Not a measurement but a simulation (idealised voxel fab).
process module | voxel ribs on slabs
cross-section cut | 150 nm wide | cells 5 nm
A cross-section is a grid of square cells, given in bands from the top down. A band is one or more rows of cells.
Each band's line starts with the height of the band's top and of its bottom, in nm. Then come its materials from left to right, each with its width in nm. One material with "throughout" fills the band from edge to edge. "air" is empty space.
Height 0 is the level under which the wafer as received is all one material. The lowest band goes on downwards, as in "0 down".
A width such as "30 to 40" changes by the same amount from each row of cells to the next, from the band's top row to its bottom row.
"no change" after a step means that no cell of the cross-section changed.
closed voids: empty space of 8 cells or more with no open way to the top, each as width x height at its distance from the left edge, in nm
after a step's settings: what the simulator itself notes on the step
overlay nm, on a step with a mask: how far to the right of its planned place the mask lay; to the left if negative
plan
1 op RECEIVE | material Si
2 op DIRECTIONAL_DEP | material SiO2 | thk nm 30
3 op DIRECTIONAL_DEP | material polySi | thk nm 20
4 op DIRECTIONAL_DEP | material aC | thk nm 15
5 op PATTERN | tone cover | mask id RIB | material resist | width nm 30 | thk nm 30 | overlay nm 0
6 op DIRECTIONAL_ETCH | etch materials aC | depth nm 15
7 op STRIP | etch materials resist
8 op DIRECTIONAL_ETCH | etch materials polySi | depth nm 15
9 op STRIP | etch materials aC
10 op DIRECTIONAL_DEP | material aC | thk nm 10
11 op PATTERN | tone cover | mask id SLAB | material resist | width nm 90 | thk nm 25 | overlay nm 0
12 op DIRECTIONAL_ETCH | etch materials aC | depth nm 10
13 op STRIP | etch materials resist
14 op DIRECTIONAL_ETCH | etch materials polySi | depth nm 5
15 op STRIP | etch materials aC
16 op FILL_DEP | material SiO2 | thk nm 25
17 op CMP | height nm 65
18 op DIRECTIONAL_DEP | material W | thk nm 5
19 op PATTERN | tone cover | mask id HEATER | material resist | width nm 40 | thk nm 15 | overlay nm 0
20 op DIRECTIONAL_ETCH | etch materials W | depth nm 5
21 op STRIP | etch materials resist
22 op CONFORMAL_DEP | material SiN | thk nm 10
as received, after step 1
  0 down: Si throughout
  closed voids: none
a wafer at the end: this start, this plan, one mistake
  80 to 75: air 45 | SiN 60 | air 45
  75 to 70: SiN throughout
  70 to 65: SiN 55 | W 40 | SiN 55
  65 to 60: SiO2 throughout
  60 to 45: SiO2 60 | polySi 30 | SiO2 60
  45 to 40: SiO2 30 | polySi 90 | SiO2 30
  40 to 30: polySi throughout
  30 to 0: SiO2 throughout
  0 down: Si throughout
  closed voids: none
what went wrong: step 3 ran as: op DIRECTIONAL_DEP | material polySi | thk nm 30
